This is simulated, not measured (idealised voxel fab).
The name of this process module is voxel transistor to metal.
Cross-sectional view cut (width: 190 nm; square cell size: 5 nm).
Think of the cross-section as a grid of square cells. We describe it in bands, top to bottom, and each band covers one or more rows of those cells. First you get the band's top height and its bottom height, in nm, and then the materials it's made of, left to right, with each width in nm. If you see a single material with "throughout", that one covers the band edge to edge. "blank" is empty space. For the purposes of this specification, 0 denotes the height below which the wafer in its as-received condition is composed wholly of one material, and the lowermost band, lacking a lower limit, extends downward without end, as expressed in "0 nm and below". Note: "30..40" means the width goes from the first number (top row of the band) to the second number (bottom row) in equal steps per row of cells. Basically "remains unaltered" means that step didn't change any cell in the cross-section. The label "Closed internal cavities" introduces a list of the empty spaces, 8 cells or larger, that have no open way up to the top; each entry in it reads width x height at distance, where the distance is taken from the left edge and all three are stated in nm. Heads up: the bit after the settings on a step's line is the simulator's remark on that step. overlay nm: mask right of planned place by this much (step with mask). Neg. = left.
INTENDED PROCESS STEPS
1: RECEIVE with material Si
2: CONFORMAL_DEP with material SiO2, thk nm 5
3: CONFORMAL_DEP with material SiN, thk nm 15
4: MASKED_ETCH with tone cover, mask id ACTIVE, width nm 115, etch materials SiN, depth nm 15, overlay nm 0
5: MASKED_ETCH with tone cover, mask id ACTIVE, width nm 115, etch materials SiO2, depth nm 5, overlay nm 0
6: MASKED_ETCH with tone cover, mask id ACTIVE, width nm 115, etch materials Si, depth nm 30, overlay nm 0
7: OXIDIZE with depth nm 5
8: FILL_DEP with material SiO2, thk nm 10
9: CMP with height nm 20
10: SELECTIVE_ETCH with etch materials SiO2, depth nm 15
11: STRIP with etch materials SiN
12: SELECTIVE_ETCH with etch materials SiO2, depth nm 5
13: OXIDIZE with depth nm 5
14: DIRECTIONAL_DEP with material polySi, thk nm 25
15: DIRECTIONAL_DEP with material SiCN, thk nm 10
16: PATTERN with tone cover, mask id GATE, material resist, width nm 25, thk nm 20, overlay nm 0
17: DIRECTIONAL_ETCH with etch materials SiCN, depth nm 20
18: DIRECTIONAL_ETCH with etch materials polySi, depth nm 35
19: STRIP with etch materials resist
20: CONFORMAL_DEP with material SiO2, thk nm 5
21: DIRECTIONAL_ETCH with etch materials SiO2, depth nm 5
22: CONFORMAL_DEP with material SiN, thk nm 5
23: DIRECTIONAL_ETCH with etch materials SiN, depth nm 5
24: DIRECTIONAL_ETCH with etch materials SiO2, depth nm 5
25: EPI with material pSi, thk nm 5
26: FILL_DEP with material SiO2, thk nm 10
27: CMP with height nm 35
28: DIRECTIONAL_DEP with material SiO2, thk nm 10
29: MASKED_ETCH with tone open, mask id CONTACT, width nm 15, pitch nm 80, etch materials SiO2, depth nm 45, overlay nm 0
30: CONFORMAL_DEP with material TiN, thk nm 5
31: FILL_DEP with material Ru, thk nm 5
32: CMP with height nm 45
33: DIRECTIONAL_DEP with material TiN, thk nm 5
34: DIRECTIONAL_DEP with material W, thk nm 25
35: MASKED_ETCH with tone cover, mask id METAL_1, width nm 15, pitch nm 80, etch materials W, depth nm 25, overlay nm 0
36: MASKED_ETCH with tone cover, mask id METAL_1, width nm 15, pitch nm 80, etch materials TiN, depth nm 5, overlay nm 0
37: CONFORMAL_DEP with material SiCN, thk nm 5
38: FILL_DEP with material SiO2, thk nm 5
39: CMP with height nm 75
40: CONFORMAL_DEP with material SiN, thk nm 5
What sets these wafers apart? The width nm at step 36. They all start alike, and the plan carries the first wafer's value.
CUT THROUGH THE FIRST OF SEVERAL WAFERS AS RECEIVED, POST STEP 1
0 nm and below: Si throughout
Closed internal cavities: none
END OF THE MODULE, PAST ITS LAST STEP, STEP 40: HOW THE FIRST OF SEVERAL WAFERS LOOKS IN CROSS-SECTION
80 nm to 75 nm: SiN throughout
75 nm to 50 nm: SiO2 40, then SiCN 5, then W 15, then SiCN 5, then SiO2 55, then SiCN 5, then W 15, then SiCN 5, then SiO2 45
50 nm to 45 nm: SiCN 45, then TiN 15, then SiCN 65, then TiN 15, then SiCN 50
45 nm to 35 nm: SiO2 45, then TiN 5, then Ru 5, then TiN 5, then SiO2 65, then TiN 5, then Ru 5, then TiN 5, then SiO2 50
35 nm to 25 nm: SiO2 45, then TiN 5, then Ru 5, then TiN 5, then SiO2 10, then SiN 5, then SiO2 5, then SiCN 25, then SiO2 5, then SiN 5, then SiO2 10, then TiN 5, then Ru 5, then TiN 5, then SiO2 50
25 nm to 5 nm: SiO2 45, then TiN 5, then Ru 5, then TiN 5, then SiO2 10, then SiN 5, then SiO2 5, then polySi 25, then SiO2 5, then SiN 5, then SiO2 10, then TiN 5, then Ru 5, then TiN 5, then SiO2 50
5 nm to 0 nm: SiO2 45, then TiN 15, then SiO2 10, then SiN 5, then SiO2 5, then polySi 25, then SiO2 5, then SiN 5, then SiO2 10, then TiN 15, then SiO2 50
0 nm to -5 nm: SiO2 35, then pSi 35, then SiO2 45, then pSi 35, then SiO2 40
-5 nm to -35 nm: SiO2 40, then Si 105, then SiO2 45
-35 nm and below: Si throughout
Closed internal cavities: none
CROSS-SECTION AT MODULE COMPLETION, LAST WAFER
80 nm to 75 nm: SiN throughout
75 nm to 55 nm: SiO2 40, then SiCN 5, then W 15, then SiCN 5, then SiO2 55, then SiCN 5, then W 15, then SiCN 5, then SiO2 45
55 nm to 50 nm: SiO2 35, then SiCN 10, then W 15, then SiCN 15, then SiO2 40, then SiCN 10, then W 15, then SiCN 15, then SiO2 35
50 nm to 45 nm: SiCN 40, then TiN 30, then SiCN 50, then TiN 30, then SiCN 40
45 nm to 35 nm: SiO2 45, then TiN 5, then Ru 5, then TiN 5, then SiO2 65, then TiN 5, then Ru 5, then TiN 5, then SiO2 50
35 nm to 25 nm: SiO2 45, then TiN 5, then Ru 5, then TiN 5, then SiO2 10, then SiN 5, then SiO2 5, then SiCN 25, then SiO2 5, then SiN 5, then SiO2 10, then TiN 5, then Ru 5, then TiN 5, then SiO2 50
25 nm to 5 nm: SiO2 45, then TiN 5, then Ru 5, then TiN 5, then SiO2 10, then SiN 5, then SiO2 5, then polySi 25, then SiO2 5, then SiN 5, then SiO2 10, then TiN 5, then Ru 5, then TiN 5, then SiO2 50
5 nm to 0 nm: SiO2 45, then TiN 15, then SiO2 10, then SiN 5, then SiO2 5, then polySi 25, then SiO2 5, then SiN 5, then SiO2 10, then TiN 15, then SiO2 50
0 nm to -5 nm: SiO2 35, then pSi 35, then SiO2 45, then pSi 35, then SiO2 40
-5 nm to -35 nm: SiO2 40, then Si 105, then SiO2 45
-35 nm and below: Si throughout
Closed internal cavities: none
PER-WAFER ROWS BELOW. FOR EACH MATERIAL: CELLS GAINED (+) OR LOST (-) SINCE THE WAFER WAS RECEIVED, AS OF END OF MODULE. THEN: CLOSED VOIDS
width nm 15 | +16 Ru | -140 Si | +62 SiCN | +52 SiN | +505 SiO2 | +44 TiN | +30 W | +14 pSi | +25 polySi | Closed internal cavities: none
width nm 20 | +16 Ru | -140 Si | +62 SiCN | +52 SiN | +503 SiO2 | +46 TiN | +30 W | +14 pSi | +25 polySi | Closed internal cavities: none
width nm 25 | +16 Ru | -140 Si | +62 SiCN | +52 SiN | +501 SiO2 | +48 TiN | +30 W | +14 pSi | +25 polySi | Closed internal cavities: none
width nm 30 | +16 Ru | -140 Si | +62 SiCN | +52 SiN | +499 SiO2 | +50 TiN | +30 W | +14 pSi | +25 polySi | Closed internal cavities: none
